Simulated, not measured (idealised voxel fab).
process module | voxel transistor to metal
cross-section cut | 280 nm wide | cells 5 nm
A cross-section is a grid of square cells, given in bands from the top down. A band is one or more rows of cells.
Each band's line starts with the height of the band's top and of its bottom, in nm. Then come its materials from left to right, each with its width in nm. One material with "throughout" fills the band from edge to edge. "air" is empty space.
Height 0 is the level under which the wafer as received is all one material. The lowest band goes on downwards, as in "0 down".
A width such as "30 to 40" changes by the same amount from each row of cells to the next, from the band's top row to its bottom row.
"no change" after a step means that no cell of the cross-section changed.
closed voids: empty space of 8 cells or more with no open way to the top, each as width x height at its distance from the left edge, in nm
after a step's settings: what the simulator itself notes on the step
overlay nm, on a step with a mask: how far to the right of its planned place the mask lay; to the left if negative
plan
1 op RECEIVE | material Si
2 op OXIDIZE | depth nm 5
3 op CONFORMAL_DEP | material SiN | thk nm 15
4 op MASKED_ETCH | tone cover | mask id ACTIVE | width nm 95 | pitch nm 135 | etch materials SiN | depth nm 15 | overlay nm 0
5 op MASKED_ETCH | tone cover | mask id ACTIVE | width nm 105 | pitch nm 135 | etch materials SiO2 | depth nm 5 | overlay nm 0
6 op MASKED_ETCH | tone cover | mask id ACTIVE | width nm 105 | pitch nm 135 | etch materials Si | depth nm 20 | overlay nm 0
7 op OXIDIZE | depth nm 5
8 op FILL_DEP | material SiO2 | thk nm 15
9 op CMP | height nm 15
10 op SELECTIVE_ETCH | etch materials SiO2 | depth nm 15
11 op STRIP | etch materials SiN
12 op SELECTIVE_ETCH | etch materials SiO2 | depth nm 5
13 op OXIDIZE | depth nm 5
14 op DIRECTIONAL_DEP | material polySi | thk nm 20
15 op DIRECTIONAL_DEP | material SiCN | thk nm 15
16 op PATTERN | tone cover | mask id GATE | material resist | width nm 25 | pitch nm 135 | thk nm 15 | overlay nm 0
17 op DIRECTIONAL_ETCH | etch materials SiCN | depth nm 25
18 op DIRECTIONAL_ETCH | etch materials polySi | depth nm 30
19 op STRIP | etch materials resist
20 op CONFORMAL_DEP | material SiO2 | thk nm 5
21 op DIRECTIONAL_ETCH | etch materials SiO2 | depth nm 5
22 op CONFORMAL_DEP | material SiN | thk nm 5
23 op DIRECTIONAL_ETCH | etch materials SiN | depth nm 5
24 op DIRECTIONAL_ETCH | etch materials SiO2 | depth nm 5
25 op DIRECTIONAL_ETCH | etch materials Si | depth nm 5
26 op EPI | material nSi | thk nm 10
27 op FILL_DEP | material SiO2 | thk nm 10
28 op CMP | height nm 15
29 op STRIP | etch materials polySi
30 op SELECTIVE_ETCH | etch materials SiO2 | depth nm 5
31 op CONFORMAL_DEP | material HfO2 | thk nm 5
32 op CONFORMAL_DEP | material TiN | thk nm 5
33 op FILL_DEP | material W | thk nm 5
34 op CMP | height nm 10
35 op DIRECTIONAL_DEP | material SiO2 | thk nm 10
36 op DIRECTIONAL_DEP | material aC | thk nm 10
37 op PATTERN | tone open | mask id CONTACT | material resist | width nm 20 | thk nm 30 | overlay nm 0
38 op DIRECTIONAL_ETCH | etch materials aC | depth nm 10
39 op STRIP | etch materials resist
40 op DIRECTIONAL_ETCH | etch materials SiO2 | depth nm 25
41 op STRIP | etch materials aC
42 op CONFORMAL_DEP | material TiN | thk nm 5
43 op FILL_DEP | material W | thk nm 10
44 op CMP | height nm 20
45 op DIRECTIONAL_DEP | material TiN | thk nm 5
46 op DIRECTIONAL_DEP | material Ru | thk nm 20
47 op PATTERN | tone cover | mask id METAL_1 | material resist | width nm 20 | thk nm 20 | overlay nm 0
48 op DIRECTIONAL_ETCH | etch materials Ru | depth nm 20
49 op DIRECTIONAL_ETCH | etch materials TiN | depth nm 5
50 op STRIP | etch materials resist
51 op CONFORMAL_DEP | material SiCN | thk nm 5
52 op FILL_DEP | material lowk | thk nm 10
53 op CMP | height nm 45
54 op CONFORMAL_DEP | material SiCN | thk nm 5
55 op DIRECTIONAL_DEP | material lowk | thk nm 30
56 op PATTERN | tone open | mask id METAL_2 | material resist | width nm 20 | pitch nm 135 | thk nm 15 | overlay nm 0
57 op DIRECTIONAL_ETCH | etch materials lowk | depth nm 20
58 op STRIP | etch materials resist
59 op PATTERN | tone open | mask id METAL_2_HOLES | material resist | width nm 15 | pitch nm 135 | thk nm 15 | overlay nm 0
60 op DIRECTIONAL_ETCH | etch materials lowk | depth nm 10
61 op DIRECTIONAL_ETCH | etch materials SiCN | depth nm 5
62 op STRIP | etch materials resist
63 op CONFORMAL_DEP | material TiN | thk nm 5
64 op FILL_DEP | material Ru | thk nm 5
65 op CMP | height nm 80
66 op CONFORMAL_DEP | material SiN | thk nm 5
varied across the wafers: width nm of step 4. The plan shows the first wafer's value. All wafers start alike
first wafer as received, after step 1
  0 down: Si throughout
  closed voids: none
first wafer at the end, after step 66
  85 to 80: SiN throughout
  80 to 65: lowk 25 | TiN 5 | Ru 10 | TiN 5 | lowk 115 | TiN 5 | Ru 10 | TiN 5 | lowk 100
  65 to 60: lowk 25 | TiN 5 | Ru 5 | TiN 10 | lowk 115 | TiN 5 | Ru 5 | TiN 10 | lowk 100
  60 to 50: lowk 25 | TiN 5 | Ru 5 | TiN 5 | lowk 120 | TiN 5 | Ru 5 | TiN 5 | lowk 105
  50 to 45: SiCN 25 | TiN 15 | SiCN 120 | TiN 15 | SiCN 105
  45 to 25: lowk 20 | SiCN 5 | Ru 20 | SiCN 5 | lowk 45 | SiCN 5 | Ru 20 | SiCN 5 | lowk 30 | SiCN 5 | Ru 20 | SiCN 5 | lowk 45 | SiCN 5 | Ru 20 | SiCN 5 | lowk 20
  25 to 20: SiCN 25 | TiN 20 | SiCN 55 | TiN 20 | SiCN 40 | TiN 20 | SiCN 55 | TiN 20 | SiCN 25
  20 to 10: SiO2 25 | TiN 5 | W 10 | TiN 5 | SiO2 55 | TiN 5 | W 10 | TiN 5 | SiO2 40 | TiN 5 | W 10 | TiN 5 | SiO2 55 | TiN 5 | W 10 | TiN 5 | SiO2 25
  10 to 0: SiO2 25 | TiN 5 | W 10 to 5 | TiN 5 to 10 | SiO2 5 | SiN 5 | HfO2 5 | TiN 5 | W 15 | TiN 5 | HfO2 5 | SiN 5 | SiO2 5 | TiN 5 to 10 | W 10 to 5 | TiN 5 | SiO2 40 | TiN 5 | W 10 to 5 | TiN 5 to 10 | SiO2 5 | SiN 5 | HfO2 5 | TiN 5 | W 15 | TiN 5 | HfO2 5 | SiN 5 | SiO2 5 | TiN 5 to 10 | W 10 to 5 | TiN 5 | SiO2 25
  0 to -5: SiO2 25 | TiN 15 | nSi 10 | SiN 5 | HfO2 5 | TiN 25 | HfO2 5 | SiN 5 | nSi 10 | TiN 15 | SiO2 40 | TiN 15 | nSi 10 | SiN 5 | HfO2 5 | TiN 25 | HfO2 5 | SiN 5 | nSi 10 | TiN 15 | SiO2 25
  -5 to -10: SiO2 20 | nSi 30 | SiO2 5 | HfO2 35 | SiO2 5 | nSi 30 | SiO2 30 | nSi 30 | SiO2 5 | HfO2 35 | SiO2 5 | nSi 30 | SiO2 20
  -10 to -15: SiO2 25 | nSi 25 | Si 45 | nSi 25 | SiO2 40 | nSi 25 | Si 45 | nSi 25 | SiO2 25
  -15 to -30: SiO2 25 | Si 95 | SiO2 40 | Si 95 | SiO2 25
  -30 down: Si throughout
  closed voids: none
last wafer at the end
  85 to 80: SiN throughout
  80 to 65: lowk 25 | TiN 5 | Ru 10 | TiN 5 | lowk 115 | TiN 5 | Ru 10 | TiN 5 | lowk 100
  65 to 60: lowk 25 | TiN 5 | Ru 5 | TiN 10 | lowk 115 | TiN 5 | Ru 5 | TiN 10 | lowk 100
  60 to 50: lowk 25 | TiN 5 | Ru 5 | TiN 5 | lowk 120 | TiN 5 | Ru 5 | TiN 5 | lowk 105
  50 to 45: SiCN 25 | TiN 15 | SiCN 120 | TiN 15 | SiCN 105
  45 to 25: lowk 20 | SiCN 5 | Ru 20 | SiCN 5 | lowk 45 | SiCN 5 | Ru 20 | SiCN 5 | lowk 30 | SiCN 5 | Ru 20 | SiCN 5 | lowk 45 | SiCN 5 | Ru 20 | SiCN 5 | lowk 20
  25 to 20: SiCN 25 | TiN 20 | SiCN 55 | TiN 20 | SiCN 40 | TiN 20 | SiCN 55 | TiN 20 | SiCN 25
  20 to 10: SiO2 25 | TiN 5 | W 10 | TiN 5 | SiO2 55 | TiN 5 | W 10 | TiN 5 | SiO2 40 | TiN 5 | W 10 | TiN 5 | SiO2 55 | TiN 5 | W 10 | TiN 5 | SiO2 25
  10 to 0: SiO2 25 | TiN 5 | W 10 to 5 | TiN 5 to 10 | SiO2 5 | SiN 5 | HfO2 5 | TiN 5 | W 15 | TiN 5 | HfO2 5 | SiN 5 | SiO2 5 | TiN 5 to 10 | W 10 to 5 | TiN 5 | SiO2 40 | TiN 5 | W 10 to 5 | TiN 5 to 10 | SiO2 5 | SiN 5 | HfO2 5 | TiN 5 | W 15 | TiN 5 | HfO2 5 | SiN 5 | SiO2 5 | TiN 5 to 10 | W 10 to 5 | TiN 5 | SiO2 25
  0 to -5: SiO2 25 | TiN 15 | nSi 10 | SiN 5 | HfO2 5 | TiN 25 | HfO2 5 | SiN 5 | nSi 10 | TiN 15 | SiO2 40 | TiN 15 | nSi 10 | SiN 5 | HfO2 5 | TiN 25 | HfO2 5 | SiN 5 | nSi 10 | TiN 15 | SiO2 25
  -5 to -10: SiO2 15 | nSi 35 | SiO2 5 | HfO2 35 | SiO2 5 | nSi 35 | SiO2 20 | nSi 35 | SiO2 5 | HfO2 35 | SiO2 5 | nSi 35 | SiO2 15
  -10 to -15: SiO2 20 | nSi 30 | Si 45 | nSi 30 | SiO2 30 | nSi 30 | Si 45 | nSi 30 | SiO2 20
  -15 to -30: SiO2 20 | Si 105 | SiO2 30 | Si 105 | SiO2 20
  -30 down: Si throughout
  closed voids: none
each wafer at the end: cells of each material gained (+) or lost (-) since it was received, then its closed voids
width nm 95 | +26 HfO2 | +82 Ru | -204 Si | +122 SiCN | +68 SiN | +232 SiO2 | +114 TiN | +40 W | +420 lowk | +52 nSi | closed voids: none
width nm 100 | +26 HfO2 | +82 Ru | -204 Si | +122 SiCN | +68 SiN | +232 SiO2 | +114 TiN | +40 W | +420 lowk | +52 nSi | closed voids: none
width nm 105 | +26 HfO2 | +82 Ru | -204 Si | +122 SiCN | +68 SiN | +232 SiO2 | +114 TiN | +40 W | +420 lowk | +52 nSi | closed voids: none
width nm 110 | +26 HfO2 | +82 Ru | -198 Si | +122 SiCN | +68 SiN | +222 SiO2 | +114 TiN | +40 W | +420 lowk | +56 nSi | closed voids: none
width nm 115 | +26 HfO2 | +82 Ru | -192 Si | +122 SiCN | +68 SiN | +212 SiO2 | +114 TiN | +40 W | +420 lowk | +60 nSi | closed voids: none
